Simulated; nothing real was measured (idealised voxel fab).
process module | voxel local oxidation
cross-section cut | 255 nm wide | cells 5 nm
A cross-section is a grid of square cells, given in bands from the top down. A band is one or more rows of cells.
Each band's line starts with the height of the band's top and of its bottom, in nm. Then come its materials from left to right, each with its width in nm. One material with "throughout" fills the band from edge to edge. "air" is empty space.
Height 0 is the level under which the wafer as received is all one material. The lowest band goes on downwards, as in "0 down".
A width such as "30 to 40" changes by the same amount from each row of cells to the next, from the band's top row to its bottom row.
"no change" after a step means that no cell of the cross-section changed.
closed voids: empty space of 8 cells or more with no open way to the top, each as width x height at its distance from the left edge, in nm
after a step's settings: what the simulator itself notes on the step
overlay nm, on a step with a mask: how far to the right of its planned place the mask lay; to the left if negative
plan
1 op RECEIVE | material Si
2 op CONFORMAL_DEP | material SiO2 | thk nm 5
3 op CONFORMAL_DEP | material SiN | thk nm 15
4 op PATTERN | tone cover | mask id ACTIVE | material resist | width nm 115 | thk nm 15 | overlay nm 0
5 op DIRECTIONAL_ETCH | etch materials SiN | depth nm 15
6 op STRIP | etch materials resist
7 op SELECTIVE_ETCH | etch materials SiO2 | depth nm 5
8 op OXIDIZE | depth nm 15
9 op STRIP | etch materials SiN
as received, after step 1
  0 down: Si throughout
  closed voids: none
first wafer at the end, as planned
  5 to 0: air 75 | SiO2 105 | air 75
  0 to -15: SiO2 90 | Si 75 | SiO2 90
  -15 down: Si throughout
  closed voids: none
second wafer at the end: like start, like plan, one mistake
  0 to -15: SiO2 85 | Si 85 | SiO2 85
  -15 down: Si throughout
  closed voids: none
what went wrong: step 2 was left out
at the end the second wafer has, in cells: 6 more of Si | 27 fewer of SiO2
